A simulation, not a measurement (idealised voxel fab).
Title: Process Module voxel ribs on slabs
Shown is cross-section cut, with a width of 200 nm and square cells of size 5 nm.
We lay out every cross-section as a grid of square cells and spell it out in bands from the top down, where one band means one or more rows of cells. What a band's entry tells you: where the top is and where the bottom is, as heights in nm, and after that what lies inside, material by material from left to right, each with its width in nm. Empty space is written as the word "empty", and a single material marked with the word "full width" occupies the band from edge to edge. Heights from 0 (as-received wafer is one material below). Bottom band endless downward, as "0..down". It should be noted that a width expressed as "30 to 40" varies in equal increments from row to row of cells within the band, taking the value of the first number at the top row and that of the second number at the bottom row. Basically "nothing altered" means that step didn't change any cell in the cross-section. Each empty space that has no open way to the top and spans at least 8 cells appears under "Sealed voids" as width x height at distance, the distance counted from the left edge, all in nm. On a step's line, text after the settings is the simulator commenting on that step. Regarding "overlay nm": on a step with a mask, it is the distance the mask lay to the right of its planned place; a negative value places it to the left.

THE FOLLOWING LIST GIVES THE PLANNED PROCESS STEPS
1 RECEIVE,material Si
2 DIRECTIONAL_DEP,material SiO2,thk nm 25
3 DIRECTIONAL_DEP,material SiN,thk nm 25
4 MASKED_ETCH,tone cover,mask id RIB,width nm 25,etch materials SiN,depth nm 20,overlay nm 0
5 DIRECTIONAL_DEP,material aC,thk nm 15
6 PATTERN,tone cover,mask id SLAB,material resist,width nm 55,thk nm 30,overlay nm 0
7 DIRECTIONAL_ETCH,etch materials aC,depth nm 15
8 STRIP,etch materials resist
9 DIRECTIONAL_ETCH,etch materials SiN,depth nm 5
10 STRIP,etch materials aC
11 FILL_DEP,material SiO2,thk nm 20
12 CMP,height nm 60
13 DIRECTIONAL_DEP,material W,thk nm 5
14 MASKED_ETCH,tone cover,mask id HEATER,width nm 35,etch materials W,depth nm 5,overlay nm 0
15 CONFORMAL_DEP,material SiN,thk nm 10

INCOMING WAFER IN CROSS-SECTION (STATE: AFTER STEP 1)
- 0..down  Si full width
- Sealed voids: none

CROSS-SECTIONAL VIEW OF THE FIRST OF THE TWO WAFERS UPON COMPLETION OF THE MODULE, PROCESSED IN ACCORDANCE WITH THE PLAN
- 75..70  70 empty / 55 SiN / 75 empty
- 70..65  SiN full width
- 65..60  80 SiN / 35 W / 85 SiN
- 60..50  SiO2 full width
- 50..30  85 SiO2 / 25 SiN / 90 SiO2
- 30..25  70 SiO2 / 55 SiN / 75 SiO2
- 25..0  SiO2 full width
- 0..down  Si full width
- Sealed voids: none

NOW THE SECOND WAFER, CROSS-SECTIONED AT THE END OF THE MODULE. NOTHING DIFFERENT AT THE START, NOTHING DIFFERENT IN THE PLAN COMPARED WITH THE FIRST, JUST ONE MISTAKE WHEN IT WAS ACTUALLY RUN
- 75..70  70 empty / 55 SiN / 75 empty
- 70..65  SiN full width
- 65..60  80 SiN / 35 W / 85 SiN
- 60..50  SiO2 full width
- 50..45  70 SiO2 / 15 SiN / 25 SiO2 / 15 SiN / 75 SiO2
- 45..30  85 SiN / 25 SiO2 / 90 SiN
- 30..25  SiN full width
- 25..0  SiO2 full width
- 0..down  Si full width
- Sealed voids: none
Want to know what went wrong? step 4 changed vs plan, executed as MASKED_ETCH,tone open,mask id RIB,width nm 25,etch materials SiN,depth nm 20,overlay nm 0
Once processing is complete, comparing cell counts shows that the second wafer has more or fewer of certain materials than the first: +120 SiN, -120 SiO2
